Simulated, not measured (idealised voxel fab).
Presented below is a process module, voxel gate over fins.
For reference, the cross-section in this document is cut, with width 255 nm and square cells of 5 nm.
Cross-section format: a grid of square cells, given as bands from top to bottom; each band is one or more rows of cells.
Heights first: top, then bottom, in nm. Then materials, left to right, each with a width in nm. "everywhere" on a single material: fills the band edge to edge. "blank": empty space.
Basically, 0 is our baseline, since under it the wafer straight out of the box is all one material. The bottom band has no lower end and keeps on going down, so it looks like "0..down".
The width entry "30 to 40" should be interpreted row by row: the top row of cells in the band takes the first number, the bottom row takes the second number, and the change between adjacent rows is uniform throughout.
"all unchanged", as given for a step, is the statement that not any cell of the cross-section underwent a change during that step.
Listed in "Fully sealed cavities": every empty space of 8 or more cells without an open way to the top. Form: width x height at distance, the distance being from the left edge, all in nm.
Where a step's line continues beyond its settings, the continuation is a remark by the simulator itself on that step.
You can add "overlay nm" to a step's line. For a step with a mask, it describes how far the mask lay to the right of its planned position, and a negative number describes a lay to the left.
Here's what the planned process steps look like:
1: RECEIVE [material Si]
2: CONFORMAL_DEP [material SiN] [thk nm 5]
3: MASKED_ETCH [tone cover] [mask id FINS] [width nm 15] [pitch nm 45] [etch materials SiN] [depth nm 5] [overlay nm 0]
4: MASKED_ETCH [tone cover] [mask id FINS] [width nm 15] [pitch nm 45] [etch materials Si] [depth nm 30] [overlay nm 0]
5: OXIDIZE [depth nm 5]
6: FILL_DEP [material SiO2] [thk nm 5]
7: CMP [height nm 5]
8: SELECTIVE_ETCH [etch materials SiO2] [depth nm 15]
9: STRIP [etch materials SiN]
10: CONFORMAL_DEP [material HfO2] [thk nm 5]
11: CONFORMAL_DEP [material TiN] [thk nm 5]
12: FILL_DEP [material W] [thk nm 15]
13: CMP [height nm 20]
14: CONFORMAL_DEP [material SiN] [thk nm 5]
So this is the incoming wafer in cross-section - it's already been through step 1:
  0..down: Si everywhere
  Fully sealed cavities: none
The cross-section shown corresponds to the wafer at the conclusion of the module. The initial structure and the process plan are those presented above; however, one mistake occurred in executing the plan:
  25..20: SiN everywhere
  20..10: W everywhere
  10..5: W (40), TiN (35), W (10), TiN (35), W (10), TiN (35), W (10), TiN (35), W (45)
  5..0: W (40), TiN (5), HfO2 (25), TiN (5), W (10), TiN (5), HfO2 (25), TiN (5), W (10), TiN (5), HfO2 (25), TiN (5), W (10), TiN (5), HfO2 (25), TiN (5), W (45)
  0..-5: TiN (45), HfO2 (5), Si (15), HfO2 (5), TiN (20), HfO2 (5), Si (15), HfO2 (5), TiN (20), HfO2 (5), Si (15), HfO2 (5), TiN (20), HfO2 (5), Si (15), HfO2 (5), TiN (50)
  -5..-10: HfO2 (50), Si (15), HfO2 (30), Si (15), HfO2 (30), Si (15), HfO2 (30), Si (15), HfO2 (55)
  -10..-35: SiO2 (50), Si (15), SiO2 (30), Si (15), SiO2 (30), Si (15), SiO2 (30), Si (15), SiO2 (55)
  -35..down: Si everywhere
  Fully sealed cavities: none
Run error: step 3 changed vs plan, executed as MASKED_ETCH [tone cover] [mask id FINS] [width nm 25] [pitch nm 45] [etch materials SiN] [depth nm 5] [overlay nm 0]
